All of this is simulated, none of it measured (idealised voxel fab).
Process module under the name voxel tone inversion
Pictured: cross-section cut, 220 nm wide, on a grid of 5 nm square cells.
Cross-section spec: square-cell grid; bands listed top down; each band is one or more rows.
For a band, the entry starts with two heights in nm, that of the top and then that of the bottom, and carries on with the band's materials in order from left to right, each alongside its width in nm; the word "throughout" beside a single material means it fills the band edge to edge, and "air" means empty space.
Counting heights begins at 0, where everything beneath is, in the wafer as received, one material. The lowest band has no bottom; it goes on downwards, as "0 -> down" shows.
Per-row width for "30..40": begins at first number (top row of band), ends at second number (bottom row), increment between rows held constant.
"no modification" for a step: no cell of the cross-section changed in that step.
Enclosed voids (no open way to top), threshold 8 cells or more, entry "Closed cavity list", notation width x height at distance, distance from left edge, nm.
Anything after a step's settings on that line? It's the simulator's own note about the step.
If you see "overlay nm" on a step's line and that step has a mask, it's telling you how far right of where it was planned the mask ended up; a negative number means it went left instead.

# This section lists the process steps that were planned
| 1 | RECEIVE [material Si] |
| 2 | CONFORMAL_DEP [material SiN] [thk nm 10] |
| 3 | DIRECTIONAL_DEP [material aC] [thk nm 15] |
| 4 | PATTERN [tone cover] [mask id POSTS] [material resist] [width nm 15] [pitch nm 45] [thk nm 25] [overlay nm 0] |
| 5 | DIRECTIONAL_ETCH [etch materials aC] [depth nm 15] |
| 6 | STRIP [etch materials resist] |
| 7 | FILL_DEP [material lowk] [thk nm 10] |
| 8 | CMP [height nm 25] |
| 9 | STRIP [etch materials aC] |

# Wafer as received: cross-section following step 1
	0 -> down = Si throughout
	Closed cavity list: none

# Starting structure and process plan are as shown above, but one mistake was made in running the module; the wafer cross-section at the end of the module follows
	25 -> 10 = 35 nm lowk  20 nm air  25 nm lowk  20 nm air  25 nm lowk  20 nm air  25 nm lowk  20 nm air  30 nm lowk
	10 -> 0 = SiN throughout
	0 -> down = Si throughout
	Closed cavity list: none
Error vs. plan: step 4 ran differently from the plan; actual operation with settings: PATTERN [tone cover] [mask id POSTS] [material resist] [width nm 20] [pitch nm 45] [thk nm 25] [overlay nm 0]
